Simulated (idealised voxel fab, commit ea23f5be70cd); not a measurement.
The name of this process module is voxel wiring stack.
For reference, the cross-section in this document is cut, with width 285 nm and square cells of 5 nm.
Notation: cross-section as square-cell grid; stated in bands, top first, going down; one or more cell rows per band.
Heights first: top, then bottom, in nm. Then materials, left to right, each with a width in nm. "all across" on a single material: fills the band edge to edge. "empty": empty space.
The reference from which all heights are counted is 0, the level beneath which the as-received wafer is entirely one material; the lowest band, having no lower bound, proceeds downward and is written after the example "0 -> down".
Width: "30 to 40" (first number = top row, second number = bottom row, same change from row to row of cells).
"identical to before", as given for a step, is the statement that not any cell of the cross-section underwent a change during that step.
So "Unvented voids" is basically the list of trapped voids: any empty space of 8 cells or more that can't reach the top through an opening. They're written width x height at distance, the distance being from the left edge, and it's all nm.
after a step's settings: what the simulator itself notes on the step
overlay nm: where the mask lay relative to plan, measured to the right, on steps with a mask; negatives go left.
Process steps - plan
1,RECEIVE [material Si]
2,CONFORMAL_DEP [material SiO2] [thk nm 15]
3,CONFORMAL_DEP [material SiCN] [thk nm 5]
4,DIRECTIONAL_DEP [material lowk] [thk nm 15]
5,DIRECTIONAL_DEP [material aC] [thk nm 10]
6,PATTERN [tone open] [mask id METAL_1] [material resist] [width nm 20] [pitch nm 50] [thk nm 30] [overlay nm 0]
7,DIRECTIONAL_ETCH [etch materials aC] [depth nm 10]
8,STRIP [etch materials resist]
9,DIRECTIONAL_ETCH [etch materials lowk] [depth nm 15]
10,DIRECTIONAL_ETCH [etch materials SiCN] [depth nm 5]
11,STRIP [etch materials aC]
12,CONFORMAL_DEP [material TiN] [thk nm 5]
13,FILL_DEP [material Cu] [thk nm 10]
14,CMP [height nm 35]
15,CONFORMAL_DEP [material SiCN] [thk nm 5]
16,DIRECTIONAL_DEP [material lowk] [thk nm 30]
17,PATTERN [tone open] [mask id METAL_2_HOLES] [material resist] [width nm 15] [pitch nm 50] [thk nm 15] [overlay nm 0]
18,DIRECTIONAL_ETCH [etch materials lowk] [depth nm 30]
19,STRIP [etch materials resist]
20,DIRECTIONAL_DEP [material aC] [thk nm 15]
21,PATTERN [tone open] [mask id METAL_2] [material resist] [width nm 20] [pitch nm 50] [thk nm 35] [overlay nm 0]
22,DIRECTIONAL_ETCH [etch materials aC] [depth nm 15]
23,STRIP [etch materials resist]
24,DIRECTIONAL_ETCH [etch materials lowk] [depth nm 15]
25,DIRECTIONAL_ETCH [etch materials SiCN] [depth nm 5]
26,STRIP [etch materials aC]
27,CONFORMAL_DEP [material TiN] [thk nm 5]
28,FILL_DEP [material Cu] [thk nm 5]
29,CMP [height nm 70]
30,CONFORMAL_DEP [material SiCN] [thk nm 5]
First wafer of two (run as planned)
Cross-section of the wafer as it came to us, i.e., already through step 1
	0 -> down: Si all across
	Unvented voids: none
The following cross-section depicts the wafer upon completion of step 2
	15 -> 0: SiO2 all across
	Lower than 0, everything is as it was.
The following cross-section depicts the wafer upon completion of step 3
	20 -> 15: SiCN all across
	Lower than 15, everything is as it was.
The following cross-section depicts the wafer upon completion of step 4
	35 -> 20: lowk all across
	Lower than 20, everything is as it was.
The following cross-section depicts the wafer upon completion of step 5
	45 -> 35: aC all across
	Lower than 35, everything is as it was.
The following cross-section depicts the wafer upon completion of step 6
	75 -> 45: resist: 80 / empty: 20 / resist: 30 / empty: 20 / resist: 30 / empty: 20 / resist: 85
	Lower than 45, everything is as it was.
The following cross-section depicts the wafer upon completion of step 7
	65 -> 45: resist: 80 / empty: 20 / resist: 30 / empty: 20 / resist: 30 / empty: 20 / resist: 85
	45 -> 35: aC: 80 / empty: 20 / aC: 30 / empty: 20 / aC: 30 / empty: 20 / aC: 85
	Lower than 35, everything is as it was.
The following cross-section depicts the wafer upon completion of step 8
	45 -> 35: aC: 80 / empty: 20 / aC: 30 / empty: 20 / aC: 30 / empty: 20 / aC: 85
	Lower than 35, everything is as it was.
The following cross-section depicts the wafer upon completion of step 9
	45 -> 35: aC: 80 / empty: 20 / aC: 30 / empty: 20 / aC: 30 / empty: 20 / aC: 85
	35 -> 20: lowk: 80 / empty: 20 / lowk: 30 / empty: 20 / lowk: 30 / empty: 20 / lowk: 85
	Lower than 20, everything is as it was.
The following cross-section depicts the wafer upon completion of step 10
	45 -> 35: aC: 80 / empty: 20 / aC: 30 / empty: 20 / aC: 30 / empty: 20 / aC: 85
	35 -> 20: lowk: 80 / empty: 20 / lowk: 30 / empty: 20 / lowk: 30 / empty: 20 / lowk: 85
	20 -> 15: SiCN: 80 / empty: 20 / SiCN: 30 / empty: 20 / SiCN: 30 / empty: 20 / SiCN: 85
	Lower than 15, everything is as it was.
The following cross-section depicts the wafer upon completion of step 11
	35 -> 20: lowk: 80 / empty: 20 / lowk: 30 / empty: 20 / lowk: 30 / empty: 20 / lowk: 85
	Lower than 20, everything is as it was.
The following cross-section depicts the wafer upon completion of step 12
	40 -> 35: TiN: 85 / empty: 10 / TiN: 40 / empty: 10 / TiN: 40 / empty: 10 / TiN: 90
	35 -> 20: lowk: 80 / TiN: 5 / empty: 10 / TiN: 5 / lowk: 30 / TiN: 5 / empty: 10 / TiN: 5 / lowk: 30 / TiN: 5 / empty: 10 / TiN: 5 / lowk: 85
	20 -> 15: SiCN: 80 / TiN: 20 / SiCN: 30 / TiN: 20 / SiCN: 30 / TiN: 20 / SiCN: 85
	Lower than 15, everything is as it was.
The following cross-section depicts the wafer upon completion of step 13
	50 -> 40: Cu all across
	40 -> 35: TiN: 85 / Cu: 10 / TiN: 40 / Cu: 10 / TiN: 40 / Cu: 10 / TiN: 90
	35 -> 20: lowk: 80 / TiN: 5 / Cu: 10 / TiN: 5 / lowk: 30 / TiN: 5 / Cu: 10 / TiN: 5 / lowk: 30 / TiN: 5 / Cu: 10 / TiN: 5 / lowk: 85
	Lower than 20, everything is as it was.
The following cross-section depicts the wafer upon completion of step 14
	35 -> 20: lowk: 80 / TiN: 5 / Cu: 10 / TiN: 5 / lowk: 30 / TiN: 5 / Cu: 10 / TiN: 5 / lowk: 30 / TiN: 5 / Cu: 10 / TiN: 5 / lowk: 85
	Lower than 20, everything is as it was.
The following cross-section depicts the wafer upon completion of step 15
	40 -> 35: SiCN all across
	Lower than 35, everything is as it was.
The following cross-section depicts the wafer upon completion of step 16
	70 -> 40: lowk all across
	Lower than 40, everything is as it was.
The following cross-section depicts the wafer upon completion of step 17
	85 -> 70: resist: 80 / empty: 15 / resist: 35 / empty: 15 / resist: 35 / empty: 15 / resist: 90
	Lower than 70, everything is as it was.
The following cross-section depicts the wafer upon completion of step 18
	85 -> 70: resist: 80 / empty: 15 / resist: 35 / empty: 15 / resist: 35 / empty: 15 / resist: 90
	70 -> 40: lowk: 80 / empty: 15 / lowk: 35 / empty: 15 / lowk: 35 / empty: 15 / lowk: 90
	Lower than 40, everything is as it was.
The following cross-section depicts the wafer upon completion of step 19
	70 -> 40: lowk: 80 / empty: 15 / lowk: 35 / empty: 15 / lowk: 35 / empty: 15 / lowk: 90
	Lower than 40, everything is as it was.
The following cross-section depicts the wafer upon completion of step 20
	85 -> 70: aC: 80 / empty: 15 / aC: 35 / empty: 15 / aC: 35 / empty: 15 / aC: 90
	70 -> 55: lowk: 80 / empty: 15 / lowk: 35 / empty: 15 / lowk: 35 / empty: 15 / lowk: 90
	55 -> 40: lowk: 80 / aC: 15 / lowk: 35 / aC: 15 / lowk: 35 / aC: 15 / lowk: 90
	Lower than 40, everything is as it was.
The following cross-section depicts the wafer upon completion of step 21
	120 -> 85: resist: 80 / empty: 20 / resist: 30 / empty: 20 / resist: 30 / empty: 20 / resist: 85
	Lower than 85, everything is as it was.
The following cross-section depicts the wafer upon completion of step 22
	105 -> 85: resist: 80 / empty: 20 / resist: 30 / empty: 20 / resist: 30 / empty: 20 / resist: 85
	85 -> 70: aC: 80 / empty: 20 / aC: 30 / empty: 20 / aC: 30 / empty: 20 / aC: 85
	70 -> 40: lowk: 80 / empty: 15 / lowk: 35 / empty: 15 / lowk: 35 / empty: 15 / lowk: 90
	Lower than 40, everything is as it was.
The following cross-section depicts the wafer upon completion of step 23
	85 -> 70: aC: 80 / empty: 20 / aC: 30 / empty: 20 / aC: 30 / empty: 20 / aC: 85
	Lower than 70, everything is as it was.
The following cross-section depicts the wafer upon completion of step 24
	85 -> 70: aC: 80 / empty: 20 / aC: 30 / empty: 20 / aC: 30 / empty: 20 / aC: 85
	70 -> 55: lowk: 80 / empty: 20 / lowk: 30 / empty: 20 / lowk: 30 / empty: 20 / lowk: 85
	Lower than 55, everything is as it was.
The following cross-section depicts the wafer upon completion of step 25
	85 -> 70: aC: 80 / empty: 20 / aC: 30 / empty: 20 / aC: 30 / empty: 20 / aC: 85
	70 -> 55: lowk: 80 / empty: 20 / lowk: 30 / empty: 20 / lowk: 30 / empty: 20 / lowk: 85
	55 -> 40: lowk: 80 / empty: 15 / lowk: 35 / empty: 15 / lowk: 35 / empty: 15 / lowk: 90
	40 -> 35: SiCN: 80 / empty: 15 / SiCN: 35 / empty: 15 / SiCN: 35 / empty: 15 / SiCN: 90
	Lower than 35, everything is as it was.
The following cross-section depicts the wafer upon completion of step 26
	70 -> 55: lowk: 80 / empty: 20 / lowk: 30 / empty: 20 / lowk: 30 / empty: 20 / lowk: 85
	Lower than 55, everything is as it was.
The following cross-section depicts the wafer upon completion of step 27
	75 -> 70: TiN: 85 / empty: 10 / TiN: 40 / empty: 10 / TiN: 40 / empty: 10 / TiN: 90
	70 -> 60: lowk: 80 / TiN: 5 / empty: 10 / TiN: 5 / lowk: 30 / TiN: 5 / empty: 10 / TiN: 5 / lowk: 30 / TiN: 5 / empty: 10 / TiN: 5 / lowk: 85
	60 -> 55: lowk: 80 / TiN: 5 / empty: 5 / TiN: 10 / lowk: 30 / TiN: 5 / empty: 5 / TiN: 10 / lowk: 30 / TiN: 5 / empty: 5 / TiN: 10 / lowk: 85
	55 -> 40: lowk: 80 / TiN: 5 / empty: 5 / TiN: 5 / lowk: 35 / TiN: 5 / empty: 5 / TiN: 5 / lowk: 35 / TiN: 5 / empty: 5 / TiN: 5 / lowk: 90
	40 -> 35: SiCN: 80 / TiN: 15 / SiCN: 35 / TiN: 15 / SiCN: 35 / TiN: 15 / SiCN: 90
	Lower than 35, everything is as it was.
The following cross-section depicts the wafer upon completion of step 28
	80 -> 75: Cu all across
	75 -> 70: TiN: 85 / Cu: 10 / TiN: 40 / Cu: 10 / TiN: 40 / Cu: 10 / TiN: 90
	70 -> 60: lowk: 80 / TiN: 5 / Cu: 10 / TiN: 5 / lowk: 30 / TiN: 5 / Cu: 10 / TiN: 5 / lowk: 30 / TiN: 5 / Cu: 10 / TiN: 5 / lowk: 85
	60 -> 55: lowk: 80 / TiN: 5 / Cu: 5 / TiN: 10 / lowk: 30 / TiN: 5 / Cu: 5 / TiN: 10 / lowk: 30 / TiN: 5 / Cu: 5 / TiN: 10 / lowk: 85
	55 -> 40: lowk: 80 / TiN: 5 / Cu: 5 / TiN: 5 / lowk: 35 / TiN: 5 / Cu: 5 / TiN: 5 / lowk: 35 / TiN: 5 / Cu: 5 / TiN: 5 / lowk: 90
	Lower than 40, everything is as it was.
The following cross-section depicts the wafer upon completion of step 29
	70 -> 60: lowk: 80 / TiN: 5 / Cu: 10 / TiN: 5 / lowk: 30 / TiN: 5 / Cu: 10 / TiN: 5 / lowk: 30 / TiN: 5 / Cu: 10 / TiN: 5 / lowk: 85
	Lower than 60, everything is as it was.
The following cross-section depicts the wafer upon completion of step 30
	75 -> 70: SiCN all across
	Lower than 70, everything is as it was.
Regarding the second of the two wafers: it shared the first wafer's starting condition and process plan, yet one error occurred during its execution. Its history coincides with that of the first wafer up to and including step 29
Second wafer at the planned finish of step 30, seen in cross-section
	75 -> 70: lowk all across
	Lower than 70, everything is as it was.
Nonconformance to the process plan: step 30 went in with a setting other than planned; the actual run was CONFORMAL_DEP [material lowk] [thk nm 5]
Once processing is complete, comparing cell counts shows that the second wafer has more or fewer of certain materials than the first: SiCN: 57 fewer | lowk: 57 more
